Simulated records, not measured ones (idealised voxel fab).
Name of the process module below: voxel wiring stack
Cross-section cut spans 270 nm and uses square cells 5 nm in size.
This document writes a cross-section as a grid whose cells are square, and gives it as bands, listed from the top down; one or more rows of cells form a band.
Each band's line starts with the height of the band's top and of its bottom, in nm. Then come its materials from left to right, each with its width in nm. One material with "edge to edge" fills the band from edge to edge. "air" is empty space.
Convention: height 0 is the level below which the wafer, as received, is all one material. The lowest band does not terminate at the bottom but continues downward, represented as "0 -> down".
Top row gets the first number, bottom row gets the second, and each row in between changes by the same step: that is how a band width like "30 to 40" works.
"left unchanged" (step): cross-section cells unchanged, all of them.
Entry "Closed internal voids" = empty spaces >= 8 cells with no open way to the top; each as width x height at distance, distance from left edge, all nm.
Where a step's line continues beyond its settings, the continuation is a remark by the simulator itself on that step.
overlay nm: right-of-plan distance of the mask on a masked step; negative values mean left-of-plan.
Planned step list for the process
1 RECEIVE, material Si
2 CONFORMAL_DEP, material SiO2, thk nm 10
3 DIRECTIONAL_DEP, material TiN, thk nm 5
4 DIRECTIONAL_DEP, material Ru, thk nm 25
5 DIRECTIONAL_DEP, material aC, thk nm 10
6 PATTERN, tone cover, mask id METAL_1, material resist, width nm 20, pitch nm 45, thk nm 25, overlay nm 0
7 DIRECTIONAL_ETCH, etch materials aC, depth nm 10
8 STRIP, etch materials resist
9 DIRECTIONAL_ETCH, etch materials Ru, depth nm 25
10 DIRECTIONAL_ETCH, etch materials TiN, depth nm 5
11 STRIP, etch materials aC
12 CONFORMAL_DEP, material SiCN, thk nm 5
13 FILL_DEP, material SiO2, thk nm 10
14 CMP, height nm 40
15 CONFORMAL_DEP, material SiCN, thk nm 5
16 DIRECTIONAL_DEP, material lowk, thk nm 10
17 PATTERN, tone open, mask id PLUG_1, material resist, width nm 15, pitch nm 90, thk nm 20, overlay nm 0
18 DIRECTIONAL_ETCH, etch materials lowk, depth nm 10
19 DIRECTIONAL_ETCH, etch materials SiCN, depth nm 5
20 STRIP, etch materials resist
21 CONFORMAL_DEP, material TiN, thk nm 5
22 FILL_DEP, material Ru, thk nm 10
23 CMP, height nm 55
24 CONFORMAL_DEP, material SiCN, thk nm 5
25 DIRECTIONAL_DEP, material lowk, thk nm 20
26 PATTERN, tone open, mask id METAL_2, material resist, width nm 20, pitch nm 45, thk nm 15, overlay nm 0
27 DIRECTIONAL_ETCH, etch materials lowk, depth nm 20
28 DIRECTIONAL_ETCH, etch materials SiCN, depth nm 5
29 STRIP, etch materials resist
30 CONFORMAL_DEP, material TiN, thk nm 5
31 FILL_DEP, material W, thk nm 10
32 CMP, height nm 80
33 CONFORMAL_DEP, material SiCN, thk nm 5
34 DIRECTIONAL_DEP, material lowk, thk nm 30
35 DIRECTIONAL_DEP, material aC, thk nm 10
36 PATTERN, tone open, mask id METAL_3, material resist, width nm 20, pitch nm 45, thk nm 30, overlay nm 0
37 DIRECTIONAL_ETCH, etch materials aC, depth nm 10
38 STRIP, etch materials resist
39 DIRECTIONAL_ETCH, etch materials lowk, depth nm 20
40 STRIP, etch materials aC
41 DIRECTIONAL_DEP, material aC, thk nm 10
42 PATTERN, tone open, mask id METAL_3_HOLES, material resist, width nm 15, pitch nm 90, thk nm 30, overlay nm 0
43 DIRECTIONAL_ETCH, etch materials aC, depth nm 10
44 STRIP, etch materials resist
45 DIRECTIONAL_ETCH, etch materials lowk, depth nm 10
46 DIRECTIONAL_ETCH, etch materials SiCN, depth nm 5
47 STRIP, etch materials aC
48 CONFORMAL_DEP, material TiN, thk nm 5
49 FILL_DEP, material Ru, thk nm 10
50 CMP, height nm 115
51 CONFORMAL_DEP, material SiCN, thk nm 5
52 DIRECTIONAL_DEP, material SiO2, thk nm 10
53 DIRECTIONAL_DEP, material aC, thk nm 15
54 PATTERN, tone open, mask id PLUG_3, material resist, width nm 15, pitch nm 45, thk nm 35, overlay nm 0
55 DIRECTIONAL_ETCH, etch materials aC, depth nm 15
56 STRIP, etch materials resist
57 DIRECTIONAL_ETCH, etch materials SiO2, depth nm 10
58 DIRECTIONAL_ETCH, etch materials SiCN, depth nm 5
59 STRIP, etch materials aC
60 EPI, material Ru, thk nm 10
61 EPI, material Ru, thk nm 5
62 CONFORMAL_DEP, material SiCN, thk nm 5
63 DIRECTIONAL_DEP, material SiO2, thk nm 20
64 PATTERN, tone open, mask id METAL_4, material resist, width nm 20, pitch nm 45, thk nm 20, overlay nm 0
65 DIRECTIONAL_ETCH, etch materials SiO2, depth nm 20
66 DIRECTIONAL_ETCH, etch materials SiCN, depth nm 5
67 STRIP, etch materials resist
68 CONFORMAL_DEP, material TiN, thk nm 5
69 FILL_DEP, material W, thk nm 5
70 CMP, height nm 155
71 CONFORMAL_DEP, material SiCN, thk nm 5
Incoming wafer in cross-section (state: after step 1)
> 0 -> down  Si edge to edge
> Closed internal voids: none
The module was run from the start shown above using the plan shown above, but one mistake was made doing it; the resulting wafer cross-section is below
> 160 -> 155  SiCN edge to edge
> 155 -> 150  60 of TiN  10 of W  35 of TiN  10 of W  35 of TiN  10 of W  35 of TiN  10 of W  65 of TiN
> 150 -> 135  55 of SiO2  5 of TiN  10 of W  5 of TiN  25 of SiO2  5 of TiN  10 of W  5 of TiN  25 of SiO2  5 of TiN  10 of W  5 of TiN  25 of SiO2  5 of TiN  10 of W  5 of TiN  60 of SiO2
> 135 -> 130  55 of SiO2  20 of TiN  25 of SiO2  20 of TiN  25 of SiO2  20 of TiN  25 of SiO2  20 of TiN  60 of SiO2
> 130 -> 120  55 of SiO2  15 of Ru  30 of SiO2  15 of Ru  30 of SiO2  15 of Ru  30 of SiO2  15 of Ru  65 of SiO2
> 120 -> 115  55 of SiCN  15 of Ru  30 of SiCN  15 of Ru  30 of SiCN  15 of Ru  30 of SiCN  15 of Ru  65 of SiCN
> 115 -> 100  55 of lowk  5 of TiN  10 of Ru  5 of TiN  25 of lowk  5 of TiN  10 of Ru  5 of TiN  25 of lowk  5 of TiN  10 of Ru  5 of TiN  25 of lowk  5 of TiN  10 of Ru  5 of TiN  60 of lowk
> 100 -> 95  55 of lowk  5 of TiN  5 of Ru  10 of TiN  25 of lowk  20 of TiN  25 of lowk  5 of TiN  5 of Ru  10 of TiN  25 of lowk  20 of TiN  60 of lowk
> 95 -> 85  55 of lowk  5 of TiN  5 of Ru  5 of TiN  75 of lowk  5 of TiN  5 of Ru  5 of TiN  110 of lowk
> 85 -> 80  55 of SiCN  15 of TiN  75 of SiCN  15 of TiN  110 of SiCN
> 80 -> 60  55 of lowk  5 of TiN  10 of W  5 of TiN  25 of lowk  5 of TiN  10 of W  5 of TiN  25 of lowk  5 of TiN  10 of W  5 of TiN  25 of lowk  5 of TiN  10 of W  5 of TiN  60 of lowk
> 60 -> 55  55 of SiCN  20 of TiN  25 of SiCN  20 of TiN  25 of SiCN  20 of TiN  25 of SiCN  20 of TiN  60 of SiCN
> 55 -> 45  55 of lowk  5 of TiN  5 of Ru  5 of TiN  75 of lowk  5 of TiN  5 of Ru  5 of TiN  110 of lowk
> 45 -> 40  55 of SiCN  15 of TiN  75 of SiCN  15 of TiN  110 of SiCN
> 40 -> 15  50 of SiO2  5 of SiCN  20 of Ru  5 of SiCN  15 of SiO2  5 of SiCN  20 of Ru  5 of SiCN  15 of SiO2  5 of SiCN  20 of Ru  5 of SiCN  15 of SiO2  5 of SiCN  20 of Ru  5 of SiCN  55 of SiO2
> 15 -> 10  55 of SiCN  20 of TiN  25 of SiCN  20 of TiN  25 of SiCN  20 of TiN  25 of SiCN  20 of TiN  60 of SiCN
> 10 -> 0  SiO2 edge to edge
> 0 -> down  Si edge to edge
> Closed internal voids: none
Here's what went sideways: step 62 in the plan did not get run; it was skipped
